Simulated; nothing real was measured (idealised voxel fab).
The following is a process module called voxel ribs on slabs.
The cross-section on display is named cut; it measures 205 nm wide, and its cells are 5 nm squares.
Cross-section layout: square cells on a grid; listed as bands, top to bottom; a band spans one or more cell rows. A band entry consists of two parts. The first gives the height of the band's top and the height of its bottom, in nm. The rest lists the band's materials from left to right, each with its width in nm. A single material labelled with the word "edge to edge" fills the band from edge to edge, and the word "blank" marks empty space. Note: height 0 marks the level under which the wafer is uniformly one material as received. Lowest band unbounded below, written "z 0 and below". The two numbers in a width such as "30..40" mark its ends across the band: the first belongs to the top row of cells, the second to the bottom row, and from each row to the next the width moves by the same amount. Step note "same as before" = no cross-section cell changed. "Enclosed void list" enumerates empty spaces isolated from the top, with no open way to it, that contain at least 8 cells, giving each as width x height at distance from the left edge, all three in nm. Formally, on a step line, whatever follows the settings is a remark that the simulator itself makes on the step. "overlay nm", when on a step's line for a step with a mask, measures how far to the right of its planned place the mask lay; a negative measure means to the left.
Planned step list for the process
step 1: op RECEIVE | material Si
step 2: op DIRECTIONAL_DEP | material SiO2 | thk nm 25
step 3: op DIRECTIONAL_DEP | material polySi | thk nm 20
step 4: op PATTERN | tone cover | mask id RIB | material resist | width nm 30 | thk nm 20 | overlay nm 0
step 5: op DIRECTIONAL_ETCH | etch materials polySi | depth nm 10
step 6: op STRIP | etch materials resist
step 7: op MASKED_ETCH | tone cover | mask id SLAB | width nm 60 | etch materials polySi | depth nm 10 | overlay nm 0
step 8: op FILL_DEP | material SiO2 | thk nm 25
step 9: op CMP | height nm 60
step 10: op DIRECTIONAL_DEP | material TiN | thk nm 5
step 11: op PATTERN | tone cover | mask id HEATER | material resist | width nm 40 | thk nm 20 | overlay nm 0
step 12: op DIRECTIONAL_ETCH | etch materials TiN | depth nm 5
step 13: op STRIP | etch materials resist
step 14: op CONFORMAL_DEP | material SiO2 | thk nm 10
Cross-section, incoming material, after step 1
  z 0 and below  Si edge to edge
  Enclosed void list: none
Looking at the first of two wafers in cross-section at end of module - ran to plan
  z 75 to 70  70 nm blank, then 60 nm SiO2, then 75 nm blank
  z 70 to 65  SiO2 edge to edge
  z 65 to 60  80 nm SiO2, then 40 nm TiN, then 85 nm SiO2
  z 60 to 45  SiO2 edge to edge
  z 45 to 35  85 nm SiO2, then 30 nm polySi, then 90 nm SiO2
  z 35 to 25  70 nm SiO2, then 60 nm polySi, then 75 nm SiO2
  z 25 to 0  SiO2 edge to edge
  z 0 and below  Si edge to edge
  Enclosed void list: none
Second wafer at the end: like start, like plan, one mistake
  z 65 to 60  80 nm blank, then 40 nm TiN, then 85 nm blank
  z 60 to 45  SiO2 edge to edge
  z 45 to 35  85 nm SiO2, then 30 nm polySi, then 90 nm SiO2
  z 35 to 25  70 nm SiO2, then 60 nm polySi, then 75 nm SiO2
  z 25 to 0  SiO2 edge to edge
  z 0 and below  Si edge to edge
  Enclosed void list: none
Deviation noted in wafer processing: with respect to the plan, step 14 was omitted and not executed
at the end the second wafer has, in cells: SiO2 -86
